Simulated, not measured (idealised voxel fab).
The following is a process module called voxel tone inversion.
Cross-section cut spans 150 nm and uses square cells 5 nm in size.
Cross-section format: a grid of square cells, given as bands from top to bottom; each band is one or more rows of cells. Band: top and bottom heights (nm) first, top before bottom; then materials from left to right, widths in nm. "all across" marks a sole material filling the band edge to edge. "blank" denotes empty space. Heights from 0 (as-received wafer is one material below). Bottom band endless downward, as "0 nm and below". Width: "30..40" (first number = top row, second number = bottom row, same change from row to row of cells). Key: "all unchanged" - step with no changed cell in the cross-section. What "Unvented internal voids" gives you is every empty space of 8 cells or more that is cut off from the top. Each appears as width x height at distance, with the distance taken from the left edge and width, height and distance all in nm. That trailing text on a step's line, after the settings, is the simulator's own remark on the step. overlay nm: mask offset rightward from planned place, masked step; negative means leftward offset.
Steps in the process plan:
- 1: RECEIVE (material Si)
- 2: CONFORMAL_DEP (material SiN; thk nm 10)
- 3: DIRECTIONAL_DEP (material aC; thk nm 25)
- 4: PATTERN (tone cover; mask id POSTS; material resist; width nm 15; pitch nm 45; thk nm 30; overlay nm 0)
- 5: DIRECTIONAL_ETCH (etch materials aC; depth nm 25)
- 6: STRIP (etch materials resist)
- 7: FILL_DEP (material SiO2; thk nm 5)
- 8: CMP (height nm 35)
- 9: STRIP (etch materials aC)
- 10: CONFORMAL_DEP (material TiN; thk nm 5)
- 11: FILL_DEP (material W; thk nm 5)
- 12: CMP (height nm 35)
- 13: CONFORMAL_DEP (material SiCN; thk nm 5)
On the first of the two wafers: run conducted according to plan:
Incoming wafer, cross-sectional view, post step 1:
* 0 nm and below | Si all across
* Unvented internal voids: none
Upon completion of step 2, the wafer appears in cross-section as shown:
* 10 nm to 0 nm | SiN all across
* Note: structure below 0 unchanged.
Upon completion of step 3, the wafer appears in cross-section as shown:
* 35 nm to 10 nm | aC all across
* Note: structure below 10 unchanged.
Upon completion of step 4, the wafer appears in cross-section as shown:
* 65 nm to 35 nm | 20 nm blank, then 15 nm resist, then 30 nm blank, then 15 nm resist, then 30 nm blank, then 15 nm resist, then 25 nm blank
* Note: structure below 35 unchanged.
Upon completion of step 5, the wafer appears in cross-section as shown:
* 40 nm to 35 nm | 20 nm blank, then 15 nm resist, then 30 nm blank, then 15 nm resist, then 30 nm blank, then 15 nm resist, then 25 nm blank
* 35 nm to 10 nm | 20 nm blank, then 15 nm aC, then 30 nm blank, then 15 nm aC, then 30 nm blank, then 15 nm aC, then 25 nm blank
* Note: structure below 10 unchanged.
Upon completion of step 6, the wafer appears in cross-section as shown:
* 35 nm to 10 nm | 20 nm blank, then 15 nm aC, then 30 nm blank, then 15 nm aC, then 30 nm blank, then 15 nm aC, then 25 nm blank
* Note: structure below 10 unchanged.
Upon completion of step 7, the wafer appears in cross-section as shown:
* 40 nm to 35 nm | SiO2 all across
* 35 nm to 10 nm | 20 nm SiO2, then 15 nm aC, then 30 nm SiO2, then 15 nm aC, then 30 nm SiO2, then 15 nm aC, then 25 nm SiO2
* Note: structure below 10 unchanged.
Upon completion of step 8, the wafer appears in cross-section as shown:
* 35 nm to 10 nm | 20 nm SiO2, then 15 nm aC, then 30 nm SiO2, then 15 nm aC, then 30 nm SiO2, then 15 nm aC, then 25 nm SiO2
* Note: structure below 10 unchanged.
Upon completion of step 9, the wafer appears in cross-section as shown:
* 35 nm to 10 nm | 20 nm SiO2, then 15 nm blank, then 30 nm SiO2, then 15 nm blank, then 30 nm SiO2, then 15 nm blank, then 25 nm SiO2
* Note: structure below 10 unchanged.
Upon completion of step 10, the wafer appears in cross-section as shown:
* 40 nm to 35 nm | 25 nm TiN, then 5 nm blank, then 40 nm TiN, then 5 nm blank, then 40 nm TiN, then 5 nm blank, then 30 nm TiN
* 35 nm to 15 nm | 20 nm SiO2, then 5 nm TiN, then 5 nm blank, then 5 nm TiN, then 30 nm SiO2, then 5 nm TiN, then 5 nm blank, then 5 nm TiN, then 30 nm SiO2, then 5 nm TiN, then 5 nm blank, then 5 nm TiN, then 25 nm SiO2
* 15 nm to 10 nm | 20 nm SiO2, then 15 nm TiN, then 30 nm SiO2, then 15 nm TiN, then 30 nm SiO2, then 15 nm TiN, then 25 nm SiO2
* Note: structure below 10 unchanged.
Upon completion of step 11, the wafer appears in cross-section as shown:
* 45 nm to 40 nm | W all across
* 40 nm to 35 nm | 25 nm TiN, then 5 nm W, then 40 nm TiN, then 5 nm W, then 40 nm TiN, then 5 nm W, then 30 nm TiN
* 35 nm to 15 nm | 20 nm SiO2, then 5 nm TiN, then 5 nm W, then 5 nm TiN, then 30 nm SiO2, then 5 nm TiN, then 5 nm W, then 5 nm TiN, then 30 nm SiO2, then 5 nm TiN, then 5 nm W, then 5 nm TiN, then 25 nm SiO2
* Note: structure below 15 unchanged.
Upon completion of step 12, the wafer appears in cross-section as shown:
* 35 nm to 15 nm | 20 nm SiO2, then 5 nm TiN, then 5 nm W, then 5 nm TiN, then 30 nm SiO2, then 5 nm TiN, then 5 nm W, then 5 nm TiN, then 30 nm SiO2, then 5 nm TiN, then 5 nm W, then 5 nm TiN, then 25 nm SiO2
* Note: structure below 15 unchanged.
Upon completion of step 13, the wafer appears in cross-section as shown:
* 40 nm to 35 nm | SiCN all across
* Note: structure below 35 unchanged.
Second wafer - shared start and plan with the first - one error in running - same as the first up to step 7 inclusive:
Cross-section of the second wafer at the time by which step 8 should have been completed according to the plan:
* 30 nm to 10 nm | 20 nm SiO2, then 15 nm aC, then 30 nm SiO2, then 15 nm aC, then 30 nm SiO2, then 15 nm aC, then 25 nm SiO2
* Note: structure below 10 unchanged.
Cross-section of the second wafer at the time by which step 9 should have been completed according to the plan:
* 30 nm to 10 nm | 20 nm SiO2, then 15 nm blank, then 30 nm SiO2, then 15 nm blank, then 30 nm SiO2, then 15 nm blank, then 25 nm SiO2
* Note: structure below 10 unchanged.
Cross-section of the second wafer at the time by which step 10 should have been completed according to the plan:
* 35 nm to 30 nm | 25 nm TiN, then 5 nm blank, then 40 nm TiN, then 5 nm blank, then 40 nm TiN, then 5 nm blank, then 30 nm TiN
* 30 nm to 15 nm | 20 nm SiO2, then 5 nm TiN, then 5 nm blank, then 5 nm TiN, then 30 nm SiO2, then 5 nm TiN, then 5 nm blank, then 5 nm TiN, then 30 nm SiO2, then 5 nm TiN, then 5 nm blank, then 5 nm TiN, then 25 nm SiO2
* 15 nm to 10 nm | 20 nm SiO2, then 15 nm TiN, then 30 nm SiO2, then 15 nm TiN, then 30 nm SiO2, then 15 nm TiN, then 25 nm SiO2
* Note: structure below 10 unchanged.
Cross-section of the second wafer at the time by which step 11 should have been completed according to the plan:
* 40 nm to 35 nm | W all across
* 35 nm to 30 nm | 25 nm TiN, then 5 nm W, then 40 nm TiN, then 5 nm W, then 40 nm TiN, then 5 nm W, then 30 nm TiN
* 30 nm to 15 nm | 20 nm SiO2, then 5 nm TiN, then 5 nm W, then 5 nm TiN, then 30 nm SiO2, then 5 nm TiN, then 5 nm W, then 5 nm TiN, then 30 nm SiO2, then 5 nm TiN, then 5 nm W, then 5 nm TiN, then 25 nm SiO2
* Note: structure below 15 unchanged.
Cross-section of the second wafer at the time by which step 12 should have been completed according to the plan:
* 35 nm to 30 nm | 25 nm TiN, then 5 nm W, then 40 nm TiN, then 5 nm W, then 40 nm TiN, then 5 nm W, then 30 nm TiN
* Note: structure below 30 unchanged.
Cross-section of the second wafer at the time by which step 13 should have been completed according to the plan:
* 40 nm to 35 nm | SiCN all across
* Note: structure below 35 unchanged.
In executing the process, a mistake was made relative to the plan: so step 8 ended up running with a different setting than we planned, it ran as CMP (height nm 30)
Per the end-of-run cell counts, the second wafer holds more or fewer of some materials than the first: -21 SiO2, +21 TiN
